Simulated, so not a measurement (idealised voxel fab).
Proc. module: voxel ribs on slabs
The figure presents cross-section cut, which has a width of 290 nm and is divided into square cells with an edge length of 5 nm.
Cross-section = grid of square cells, listed top down in bands; band = one or more rows. Top height, bottom height, nm. Materials left to right, width each, nm. Single material + "all across" = fills band edge to edge. "air" = empty. The reference from which all heights are counted is 0, the level beneath which the as-received wafer is entirely one material; the lowest band, having no lower bound, proceeds downward and is written after the example "from 0 down". A width such as "30->40" changes by the same amount from each row of cells to the next, from the band's top row to its bottom row. No cell of the cross-section changed in a step that is given as "no change occurred". The list in "Fully sealed cavities" covers empty spaces of 8 cells or more that cannot reach the top through any open way, and it gives each as width x height at distance; the distance is from the left edge, and width, height and distance are in nm. On each step's line, the part that comes after the settings is the simulator's own comment on the step. overlay nm: for a step with a mask, the amount by which the mask lay right of where it was planned; a negative amount means left of it.

PLANNED STEP LIST FOR THE PROCESS
| 1 | RECEIVE,material Si |
| 2 | DIRECTIONAL_DEP,material SiO2,thk nm 30 |
| 3 | DIRECTIONAL_DEP,material SiN,thk nm 15 |
| 4 | MASKED_ETCH,tone cover,mask id RIB,width nm 25,etch materials SiN,depth nm 10,overlay nm 0 |
| 5 | MASKED_ETCH,tone cover,mask id SLAB,width nm 65,etch materials SiN,depth nm 5,overlay nm 0 |
| 6 | FILL_DEP,material SiO2,thk nm 15 |
| 7 | CMP,height nm 55 |
| 8 | DIRECTIONAL_DEP,material TiN,thk nm 10 |
| 9 | DIRECTIONAL_DEP,material aC,thk nm 10 |
| 10 | PATTERN,tone cover,mask id HEATER,material resist,width nm 35,thk nm 25,overlay nm 0 |
| 11 | DIRECTIONAL_ETCH,etch materials aC,depth nm 10 |
| 12 | STRIP,etch materials resist |
| 13 | DIRECTIONAL_ETCH,etch materials TiN,depth nm 10 |
| 14 | STRIP,etch materials aC |
| 15 | CONFORMAL_DEP,material SiO2,thk nm 5 |

CROSS-SECTION OF THE INCOMING WAFER, STATE AFTER STEP 1
- from 0 down  Si all across
- Fully sealed cavities: none

THE FIRST OF TWO WAFERS, CROSS-SECTIONED AT THE END OF THE MODULE, WITH THE RUN PROCEEDING AS PLANNED
- from 70 to 65  air 120  SiO2 45  air 125
- from 65 to 60  air 120  SiO2 5  TiN 35  SiO2 5  air 125
- from 60 to 55  SiO2 125  TiN 35  SiO2 130
- from 55 to 45  SiO2 all across
- from 45 to 35  SiO2 130  SiN 25  SiO2 135
- from 35 to 30  SiO2 110  SiN 65  SiO2 115
- from 30 to 0  SiO2 all across
- from 0 down  Si all across
- Fully sealed cavities: none

SECOND WAFER AT THE END: LIKE START, LIKE PLAN, ONE MISTAKE
- from 70 to 65  air 120  SiN 45  air 125
- from 65 to 60  air 120  SiN 5  TiN 35  SiN 5  air 125
- from 60 to 55  SiN 125  TiN 35  SiN 130
- from 55 to 45  SiO2 all across
- from 45 to 35  SiO2 130  SiN 25  SiO2 135
- from 35 to 30  SiO2 110  SiN 65  SiO2 115
- from 30 to 0  SiO2 all across
- from 0 down  Si all across
- Fully sealed cavities: none
Plan not followed: off-plan run, step 15, actual operation and settings CONFORMAL_DEP,material SiN,thk nm 5
Final difference in cells, second wafer against first, listed per material as more or fewer: SiN: 62 more; SiO2: 62 fewer
